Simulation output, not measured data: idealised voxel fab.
You're looking at the process module voxel wiring stack.
The width of the displayed cross-section, cut, is 165 nm; its cells are square, with a size of 5 nm.
How to read a cross-section here: the picture is a grid of square cells, written as bands going from the top down, and any band can span one or more rows of cells. Each band's line starts with the height of the band's top and of its bottom, in nm. Then come its materials from left to right, each with its width in nm. One material with "everywhere" fills the band from edge to edge. "empty" is empty space. Convention: height 0 is the level below which the wafer, as received, is all one material. The lowest band does not terminate at the bottom but continues downward, represented as "z 0 and below". The two numbers in a width such as "30..40" mark its ends across the band: the first belongs to the top row of cells, the second to the bottom row, and from each row to the next the width moves by the same amount. "nothing was modified" -> step changed no cross-section cell. Reported under the label "Enclosed void entries" are the empty spaces having no open way to the top and comprising 8 cells or more; the notation for each is width x height at distance, in which the distance is measured from the left edge and all three values are in nm. Note: text after step settings on the step line = simulator remark on that step. "overlay nm" on a masked step: distance the mask lay right of its planned place, negative for left.
BELOW IS THE LIST OF PLANNED PROCESS STEPS
1) RECEIVE: material Si
2) CONFORMAL_DEP: material SiO2, thk nm 10
3) DIRECTIONAL_DEP: material TiN, thk nm 5
4) DIRECTIONAL_DEP: material W, thk nm 25
5) DIRECTIONAL_DEP: material aC, thk nm 10
6) PATTERN: tone cover, mask id METAL_1, material resist, width nm 20, pitch nm 35, thk nm 25, overlay nm 0
7) DIRECTIONAL_ETCH: etch materials aC, depth nm 10
8) STRIP: etch materials resist
9) DIRECTIONAL_ETCH: etch materials W, depth nm 25
10) DIRECTIONAL_ETCH: etch materials TiN, depth nm 5
11) STRIP: etch materials aC
12) CONFORMAL_DEP: material SiN, thk nm 5
13) FILL_DEP: material lowk, thk nm 10
14) CMP: height nm 40
15) CONFORMAL_DEP: material SiCN, thk nm 5
16) DIRECTIONAL_DEP: material SiO2, thk nm 15
17) PATTERN: tone open, mask id PLUG_1, material resist, width nm 15, pitch nm 70, thk nm 15, overlay nm 0
18) DIRECTIONAL_ETCH: etch materials SiO2, depth nm 15
19) DIRECTIONAL_ETCH: etch materials SiCN, depth nm 5
20) STRIP: etch materials resist
21) CONFORMAL_DEP: material TiN, thk nm 5
22) FILL_DEP: material Cu, thk nm 5
23) CMP: height nm 60
24) DIRECTIONAL_DEP: material TiN, thk nm 5
25) DIRECTIONAL_DEP: material Ru, thk nm 25
26) PATTERN: tone cover, mask id METAL_2, material resist, width nm 20, pitch nm 35, thk nm 20, overlay nm 0
27) DIRECTIONAL_ETCH: etch materials Ru, depth nm 25
28) DIRECTIONAL_ETCH: etch materials TiN, depth nm 5
29) STRIP: etch materials resist
30) FILL_DEP: material SiO2, thk nm 5
31) CMP: height nm 90
32) CONFORMAL_DEP: material SiN, thk nm 5
INCOMING WAFER, CROSS-SECTIONAL VIEW, POST STEP 1
    z 0 and below = Si everywhere
    Enclosed void entries: none
FIRST OF TWO WAFERS, END-OF-MODULE SECTION, RUN FOLLOWED PLAN
    z 95 to 90 = SiN everywhere
    z 90 to 65 = 20 of SiO2; 20 of Ru; 15 of SiO2; 20 of Ru; 15 of SiO2; 20 of Ru; 15 of SiO2; 20 of Ru; 20 of SiO2
    z 65 to 60 = 20 of SiO2; 20 of TiN; 15 of SiO2; 20 of TiN; 15 of SiO2; 20 of TiN; 15 of SiO2; 20 of TiN; 20 of SiO2
    z 60 to 45 = 20 of SiO2; 5 of TiN; 5 of Cu; 5 of TiN; 55 of SiO2; 5 of TiN; 5 of Cu; 5 of TiN; 60 of SiO2
    z 45 to 40 = 20 of SiCN; 15 of TiN; 55 of SiCN; 15 of TiN; 60 of SiCN
    z 40 to 15 = 15 of lowk; 5 of SiN; 20 of W; 5 of SiN; 5 of lowk; 5 of SiN; 20 of W; 5 of SiN; 5 of lowk; 5 of SiN; 20 of W; 5 of SiN; 5 of lowk; 5 of SiN; 20 of W; 5 of SiN; 15 of lowk
    z 15 to 10 = 20 of SiN; 20 of TiN; 15 of SiN; 20 of TiN; 15 of SiN; 20 of TiN; 15 of SiN; 20 of TiN; 20 of SiN
    z 10 to 0 = SiO2 everywhere
    z 0 and below = Si everywhere
    Enclosed void entries: none
CROSS-SECTION, SECOND WAFER: SAME START AS THE FIRST, SAME PLAN AS THE FIRST, ONE MISTAKE IN RUNNING IT; TAKEN AT THE END OF THE MODULE
    z 95 to 90 = SiN everywhere
    z 90 to 65 = 20 of SiO2; 20 of Ru; 15 of SiO2; 20 of Ru; 15 of SiO2; 20 of Ru; 15 of SiO2; 20 of Ru; 20 of SiO2
    z 65 to 60 = 20 of SiO2; 20 of TiN; 15 of SiO2; 20 of TiN; 15 of SiO2; 20 of TiN; 15 of SiO2; 20 of TiN; 20 of SiO2
    z 60 to 45 = 15 of Cu; 5 of TiN; 15 of SiO2; 5 of TiN; 45 of Cu; 5 of TiN; 15 of SiO2; 5 of TiN; 55 of Cu
    z 45 to 40 = 20 of TiN; 15 of SiCN; 55 of TiN; 15 of SiCN; 60 of TiN
    z 40 to 15 = 15 of lowk; 5 of SiN; 20 of W; 5 of SiN; 5 of lowk; 5 of SiN; 20 of W; 5 of SiN; 5 of lowk; 5 of SiN; 20 of W; 5 of SiN; 5 of lowk; 5 of SiN; 20 of W; 5 of SiN; 15 of lowk
    z 15 to 10 = 20 of SiN; 20 of TiN; 15 of SiN; 20 of TiN; 15 of SiN; 20 of TiN; 15 of SiN; 20 of TiN; 20 of SiN
    z 10 to 0 = SiO2 everywhere
    z 0 and below = Si everywhere
    Enclosed void entries: none
So what did we get wrong on this run? so step 17 ended up running with a different setting than we planned, it ran as PATTERN: tone cover, mask id PLUG_1, material resist, width nm 15, pitch nm 70, thk nm 15, overlay nm 0
Final difference in cells, second wafer against first, listed per material as more or fewer: +63 Cu, -21 SiCN, -63 SiO2, +21 TiN
